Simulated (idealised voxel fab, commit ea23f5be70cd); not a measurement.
process module | voxel fin reveal
cross-section cut | 180 nm wide | cells 5 nm
A cross-section is a grid of square cells, given in bands from the top down. A band is one or more rows of cells.
Each band's line starts with the height of the band's top and of its bottom, in nm. Then come its materials from left to right, each with its width in nm. One material with "throughout" fills the band from edge to edge. "air" is empty space.
Height 0 is the level under which the wafer as received is all one material. The lowest band goes on downwards, as in "0 down".
A width such as "30 to 40" changes by the same amount from each row of cells to the next, from the band's top row to its bottom row.
"no change" after a step means that no cell of the cross-section changed.
closed voids: empty space of 8 cells or more with no open way to the top, each as width x height at its distance from the left edge, in nm
after a step's settings: what the simulator itself notes on the step
overlay nm, on a step with a mask: how far to the right of its planned place the mask lay; to the left if negative
plan
1 op RECEIVE | material Si
2 op CONFORMAL_DEP | material SiN | thk nm 10
3 op PATTERN | tone cover | mask id FINS | material resist | width nm 15 | pitch nm 45 | thk nm 15 | overlay nm 0
4 op DIRECTIONAL_ETCH | etch materials SiN | depth nm 10
5 op DIRECTIONAL_ETCH | etch materials Si | depth nm 40
6 op STRIP | etch materials resist
7 op OXIDIZE | depth nm 5
8 op FILL_DEP | material SiO2 | thk nm 10
9 op CMP | height nm 10
10 op SELECTIVE_ETCH | etch materials SiO2 | depth nm 30
11 op STRIP | etch materials SiN
12 op CONFORMAL_DEP | material HfO2 | thk nm 5
as received, after step 1
  0 down: Si throughout
  closed voids: none
first wafer at the end, as planned
  5 to 0: air 60 | HfO2 15 | air 30 | HfO2 15 | air 60
  0 to -15: air 60 | HfO2 5 | Si 5 | HfO2 5 | air 30 | HfO2 5 | Si 5 | HfO2 5 | air 60
  -15 to -20: HfO2 65 | Si 5 | HfO2 40 | Si 5 | HfO2 65
  -20 to -45: SiO2 65 | Si 5 | SiO2 40 | Si 5 | SiO2 65
  -45 down: Si throughout
  closed voids: none
second wafer at the end: like start, like plan, one mistake
  5 to 0: air 60 | HfO2 15 | air 30 | HfO2 15 | air 60
  0 to -15: air 60 | HfO2 5 | Si 5 | HfO2 5 | air 30 | HfO2 5 | Si 5 | HfO2 5 | air 60
  -15 to -20: HfO2 35 | air 25 | HfO2 5 | Si 5 | HfO2 5 | air 30 | HfO2 5 | Si 5 | HfO2 5 | air 25 | HfO2 35
  -20 to -25: SiO2 30 | HfO2 5 | air 25 | HfO2 5 | Si 5 | HfO2 5 | air 30 | HfO2 5 | Si 5 | HfO2 5 | air 25 | HfO2 5 | SiO2 30
  -25 to -30: SiO2 30 | HfO2 35 | Si 5 | HfO2 40 | Si 5 | HfO2 35 | SiO2 30
  -30 to -45: SiO2 65 | Si 5 | SiO2 40 | Si 5 | SiO2 65
  -45 down: Si throughout
  closed voids: none
what went wrong: steps 10 and 11 were swapped
at the end the second wafer has, in cells: 12 more of HfO2 | 44 fewer of SiO2
